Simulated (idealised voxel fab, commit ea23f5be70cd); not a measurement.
Presented below is a process module, voxel trench capacitor.
Square cells of 5 nm make up the cross-section cut, whose width is 225 nm.
For the purposes of this document, a cross-section shall be understood as a grid of square cells, specified as bands listed in top-to-bottom order, each band consisting of one or more rows of cells.
This entry defines a band. It first specifies the height of the band's top and the height of its bottom in nm, and then specifies the band's materials from left to right, stating each material with its width in nm. The word "full width" identifies a single material that fills the band from edge to edge, while the word "empty" identifies empty space.
Note: height 0 marks the level under which the wafer is uniformly one material as received. Lowest band unbounded below, written "0 and below".
Width spec "30 to 40" -> top row of cells at first value, bottom row at second value, equal per-row change in between.
The cross-section has no changed cell in any step marked "all unchanged".
"Enclosed void list": empty spaces of 8 cells or more with no open way to the top, each given as width x height at distance, distance from the left edge, all in nm.
Past the settings on a step's line: simulator remark, on that step.
The "overlay nm" setting may appear on a step's line; for a step that uses a mask, it gives how far to the right of its planned position the mask lay, and a negative value indicates the left.

Process steps (planned):
1) RECEIVE [material Si]
2) CONFORMAL_DEP [material SiN] [thk nm 10]
3) MASKED_ETCH [tone open] [mask id TRENCH] [width nm 15] [pitch nm 45] [etch materials SiN] [depth nm 10] [overlay nm 0]
4) MASKED_ETCH [tone open] [mask id TRENCH] [width nm 15] [pitch nm 45] [etch materials Si] [depth nm 40] [overlay nm 0]
5) CONFORMAL_DEP [material SiO2] [thk nm 5]
6) FILL_DEP [material polySi] [thk nm 5]
7) CMP [height nm 10]

Wafer as received: cross-section following step 1:
- 0 and below  Si full width
- Enclosed void list: none

Final cross-section, module run with one mistake (start and plan as above):
- 0 down to -35  80 Si | 5 SiO2 | 5 polySi | 5 SiO2 | 30 Si | 5 SiO2 | 5 polySi | 5 SiO2 | 85 Si
- -35 down to -40  80 Si | 15 SiO2 | 30 Si | 15 SiO2 | 85 Si
- -40 and below  Si full width
- Enclosed void list: none
what went wrong: for step 7, the planned setting was not used; the step was instead run as CMP [height nm 0]
